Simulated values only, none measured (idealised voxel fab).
The process module presented herein is designated voxel released beams.
Xsec cut, 200 nm wide, square cell size 5 nm.
Just so we're on the same page, the cross-sections are grids of square cells, and they're listed out in bands top to bottom, each band one or more rows deep.
Band: top height; bottom height; in nm. Then, left to right: material with width in nm, for each material. "everywhere": a single material spanning edge to edge. "empty": empty space.
The reference from which all heights are counted is 0, the level beneath which the as-received wafer is entirely one material; the lowest band, having no lower bound, proceeds downward and is written after the example "0 and below".
A width given as "30 to 40" starts at the first number in the band's top row and ends at the second number in its bottom row, shifting by an equal amount at every step from row to row.
Take "no modifications" at face value: in the step it is given for, the cross-section changed in none of its cells.
Internal closed voids: empty space of 8 cells or more with no open way to the top, each as width x height at its distance from the left edge, in nm
Step line, after settings: the simulator's comment on this step.
Regarding "overlay nm": on a step with a mask, it is the distance the mask lay to the right of its planned place; a negative value places it to the left.

Process steps (planned):
| 1 | RECEIVE,material Si |
| 2 | CONFORMAL_DEP,material SiN,thk nm 5 |
| 3 | DIRECTIONAL_DEP,material SiO2,thk nm 20 |
| 4 | PATTERN,tone open,mask id ANCHOR,material resist,width nm 35,thk nm 15,overlay nm 0 |
| 5 | DIRECTIONAL_ETCH,etch materials SiO2,depth nm 20 |
| 6 | STRIP,etch materials resist |
| 7 | CONFORMAL_DEP,material polySi,thk nm 15 |
| 8 | DIRECTIONAL_DEP,material aC,thk nm 15 |
| 9 | PATTERN,tone cover,mask id BEAM,material resist,width nm 110,thk nm 30,overlay nm 0 |
| 10 | DIRECTIONAL_ETCH,etch materials aC,depth nm 15 |
| 11 | STRIP,etch materials resist |
| 12 | DIRECTIONAL_ETCH,etch materials polySi,depth nm 15 |
| 13 | STRIP,etch materials aC |
| 14 | STRIP,etch materials SiO2 |

On the first of the two wafers: run conducted according to plan:

Wafer cross-section on receipt, i.e. after step 1:
> 0 and below = Si everywhere
> Internal closed voids: none

So this is the wafer cross-section right after step 2:
> 5 down to 0 = SiN everywhere
> Below 0 it's all the same as before, nothing changed down there.

So this is the wafer cross-section right after step 3:
> 25 down to 5 = SiO2 everywhere
> Below 5 it's all the same as before, nothing changed down there.

So this is the wafer cross-section right after step 4:
> 40 down to 25 = resist: 45, then empty: 35, then resist: 120
> Below 25 it's all the same as before, nothing changed down there.

So this is the wafer cross-section right after step 5:
> 40 down to 25 = resist: 45, then empty: 35, then resist: 120
> 25 down to 5 = SiO2: 45, then empty: 35, then SiO2: 120
> Below 5 it's all the same as before, nothing changed down there.

So this is the wafer cross-section right after step 6:
> 25 down to 5 = SiO2: 45, then empty: 35, then SiO2: 120
> Below 5 it's all the same as before, nothing changed down there.

So this is the wafer cross-section right after step 7:
> 40 down to 25 = polySi: 60, then empty: 5, then polySi: 135
> 25 down to 20 = SiO2: 45, then polySi: 15, then empty: 5, then polySi: 15, then SiO2: 120
> 20 down to 5 = SiO2: 45, then polySi: 35, then SiO2: 120
> Below 5 it's all the same as before, nothing changed down there.

So this is the wafer cross-section right after step 8:
> 55 down to 40 = aC: 60, then empty: 5, then aC: 135
> 40 down to 35 = polySi: 60, then empty: 5, then polySi: 135
> 35 down to 25 = polySi: 60, then aC: 5, then polySi: 135
> 25 down to 20 = SiO2: 45, then polySi: 15, then aC: 5, then polySi: 15, then SiO2: 120
> Below 20 it's all the same as before, nothing changed down there.

So this is the wafer cross-section right after step 9:
> 85 down to 55 = empty: 40, then resist: 110, then empty: 50
> 55 down to 40 = aC: 60, then resist: 5, then aC: 135
> 40 down to 35 = polySi: 60, then resist: 5, then polySi: 135
> Below 35 it's all the same as before, nothing changed down there.

So this is the wafer cross-section right after step 10:
> 70 down to 55 = empty: 40, then resist: 110, then empty: 50
> 55 down to 40 = empty: 40, then aC: 20, then resist: 5, then aC: 85, then empty: 50
> Below 40 it's all the same as before, nothing changed down there.

So this is the wafer cross-section right after step 11:
> 55 down to 40 = empty: 40, then aC: 20, then empty: 5, then aC: 85, then empty: 50
> 40 down to 35 = polySi: 60, then empty: 5, then polySi: 135
> Below 35 it's all the same as before, nothing changed down there.

So this is the wafer cross-section right after step 12:
> 55 down to 40 = empty: 40, then aC: 20, then empty: 5, then aC: 85, then empty: 50
> 40 down to 35 = empty: 40, then polySi: 20, then empty: 5, then polySi: 85, then empty: 50
> 35 down to 25 = empty: 40, then polySi: 20, then aC: 5, then polySi: 85, then empty: 50
> Below 25 it's all the same as before, nothing changed down there.

So this is the wafer cross-section right after step 13:
> 40 down to 25 = empty: 40, then polySi: 20, then empty: 5, then polySi: 85, then empty: 50
> 25 down to 20 = SiO2: 45, then polySi: 15, then empty: 5, then polySi: 15, then SiO2: 120
> Below 20 it's all the same as before, nothing changed down there.

So this is the wafer cross-section right after step 14:
> 40 down to 25 = empty: 40, then polySi: 20, then empty: 5, then polySi: 85, then empty: 50
> 25 down to 20 = empty: 45, then polySi: 15, then empty: 5, then polySi: 15, then empty: 120
> 20 down to 5 = empty: 45, then polySi: 35, then empty: 120
> Below 5 it's all the same as before, nothing changed down there.

Wafer two. Identical start, identical plan. One mistake in execution. Identical history through step 3:

Cross-section of the second wafer when, according to plan, step 4 should have finished:
> 40 down to 25 = resist: 50, then empty: 30, then resist: 120
> Below 25 it's all the same as before, nothing changed down there.

Cross-section of the second wafer when, according to plan, step 5 should have finished:
> 40 down to 25 = resist: 50, then empty: 30, then resist: 120
> 25 down to 5 = SiO2: 50, then empty: 30, then SiO2: 120
> Below 5 it's all the same as before, nothing changed down there.

Cross-section of the second wafer when, according to plan, step 6 should have finished:
> 25 down to 5 = SiO2: 50, then empty: 30, then SiO2: 120
> Below 5 it's all the same as before, nothing changed down there.

Cross-section of the second wafer when, according to plan, step 7 should have finished:
> 40 down to 25 = polySi everywhere
> 25 down to 5 = SiO2: 50, then polySi: 30, then SiO2: 120
> Below 5 it's all the same as before, nothing changed down there.

Cross-section of the second wafer when, according to plan, step 8 should have finished:
> 55 down to 40 = aC everywhere
> Below 40 it's all the same as before, nothing changed down there.

Cross-section of the second wafer when, according to plan, step 9 should have finished:
> 85 down to 55 = empty: 40, then resist: 110, then empty: 50
> Below 55 it's all the same as before, nothing changed down there.

Cross-section of the second wafer when, according to plan, step 10 should have finished:
> 70 down to 55 = empty: 40, then resist: 110, then empty: 50
> 55 down to 40 = empty: 40, then aC: 110, then empty: 50
> Below 40 it's all the same as before, nothing changed down there.

Cross-section of the second wafer when, according to plan, step 11 should have finished:
> 55 down to 40 = empty: 40, then aC: 110, then empty: 50
> Below 40 it's all the same as before, nothing changed down there.

Cross-section of the second wafer when, according to plan, step 12 should have finished:
> 55 down to 40 = empty: 40, then aC: 110, then empty: 50
> 40 down to 25 = empty: 40, then polySi: 110, then empty: 50
> Below 25 it's all the same as before, nothing changed down there.

Cross-section of the second wafer when, according to plan, step 13 should have finished:
> 40 down to 25 = empty: 40, then polySi: 110, then empty: 50
> Below 25 it's all the same as before, nothing changed down there.

Cross-section of the second wafer when, according to plan, step 14 should have finished:
> 40 down to 25 = empty: 40, then polySi: 110, then empty: 50
> 25 down to 5 = empty: 50, then polySi: 30, then empty: 120
> Below 5 it's all the same as before, nothing changed down there.
It is concluded that the wafer was processed incorrectly with respect to the plan, in that step 4 did not use the planned setting and instead ran as PATTERN,tone open,mask id ANCHOR,material resist,width nm 30,thk nm 15,overlay nm 0
Heads up: at the end the two wafers have identical cell counts per material, they're just laid out differently.
